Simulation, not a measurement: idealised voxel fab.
Process module, titled voxel air gaps
180 nm wide, 5 nm square cells: that's cross-section cut.
When this document writes out a cross-section, it uses a grid of square cells and lists it as bands, beginning at the top and moving down, with a band standing for one or more rows of cells. In this notation a band is specified by the heights of its top and bottom, in that order and in nm, after which its materials appear from left to right, each paired with its width in nm. The word "everywhere" attached to a single material means that material fills the band from edge to edge; the word "air" stands for empty space. Heads up on the height convention: 0 is the point under which the incoming wafer is all one material, and the lowest band has no bottom, it just keeps going down, like "0 nm and below". Graded width ("30->40"): value in top row of band = first number; value in bottom row = second number; row-to-row change constant. "nothing was modified" after a step means that no cell of the cross-section changed. Under "Internal closed voids" you'll find the enclosed gaps, the ones with no way out to the top, that are 8 cells or bigger; each reads width x height at distance, with distance counted from the left edge, everything in nm. Past the settings on a step's line: simulator remark, on that step. overlay nm: mask right of planned place by this much (step with mask). Neg. = left.

-- Process steps foreseen in the plan
- 1: RECEIVE,material Si
- 2: CONFORMAL_DEP,material SiO2,thk nm 15
- 3: CONFORMAL_DEP,material SiN,thk nm 5
- 4: DIRECTIONAL_DEP,material SiO2,thk nm 40
- 5: PATTERN,tone open,mask id LINES,material resist,width nm 15,pitch nm 45,thk nm 20,overlay nm 0
- 6: DIRECTIONAL_ETCH,etch materials SiO2,depth nm 40
- 7: STRIP,etch materials resist
- 8: CONFORMAL_DEP,material TiN,thk nm 5
- 9: FILL_DEP,material W,thk nm 5
- 10: CMP,height nm 60
- 11: EPI,material Ru,thk nm 10
- 12: SELECTIVE_ETCH,etch materials SiO2,depth nm 50
- 13: CONFORMAL_DEP,material SiCN,thk nm 5

-- Step 1 complete: cross-section of the wafer as received
	0 nm and below = Si everywhere
	Internal closed voids: none

-- End-of-module XS, first of two wafers, run as planned
	75 nm to 70 nm = air=20  SiCN=135  air=25
	70 nm to 60 nm = air=20  SiCN=5  Ru=35  SiCN=10  Ru=35  SiCN=10  Ru=35  SiCN=5  air=25
	60 nm to 55 nm = air=20  SiCN=15  TiN=5  W=5  TiN=5  SiCN=30  TiN=5  W=5  TiN=5  SiCN=30  TiN=5  W=5  TiN=5  SiCN=15  air=25
	55 nm to 25 nm = air=30  SiCN=5  TiN=5  W=5  TiN=5  SiCN=5  air=20  SiCN=5  TiN=5  W=5  TiN=5  SiCN=5  air=20  SiCN=5  TiN=5  W=5  TiN=5  SiCN=5  air=35
	25 nm to 20 nm = SiCN=35  TiN=15  SiCN=30  TiN=15  SiCN=30  TiN=15  SiCN=40
	20 nm to 15 nm = SiN everywhere
	15 nm to 0 nm = SiO2 everywhere
	0 nm and below = Si everywhere
	Internal closed voids: 20 x 30 at 55; 20 x 30 at 100

-- Now the second wafer, cross-sectioned at the end of the module. Nothing different at the start, nothing different in the plan compared with the first, just one mistake when it was actually run
	75 nm to 70 nm = SiCN everywhere
	70 nm to 60 nm = Ru everywhere
	60 nm to 20 nm = W everywhere
	20 nm to 15 nm = SiN everywhere
	15 nm to 0 nm = SiO2 everywhere
	0 nm and below = Si everywhere
	Internal closed voids: none
What was the processing mistake? rather than as planned, step 4 actually ran as DIRECTIONAL_DEP,material W,thk nm 40
At the finish, the second wafer shows more or fewer cells for some materials than the first does: Ru: 30 more | SiCN: 84 fewer | TiN: 51 fewer | W: 267 more
So at the end we're looking at 2 closed voids on the first wafer and 0 on the second.
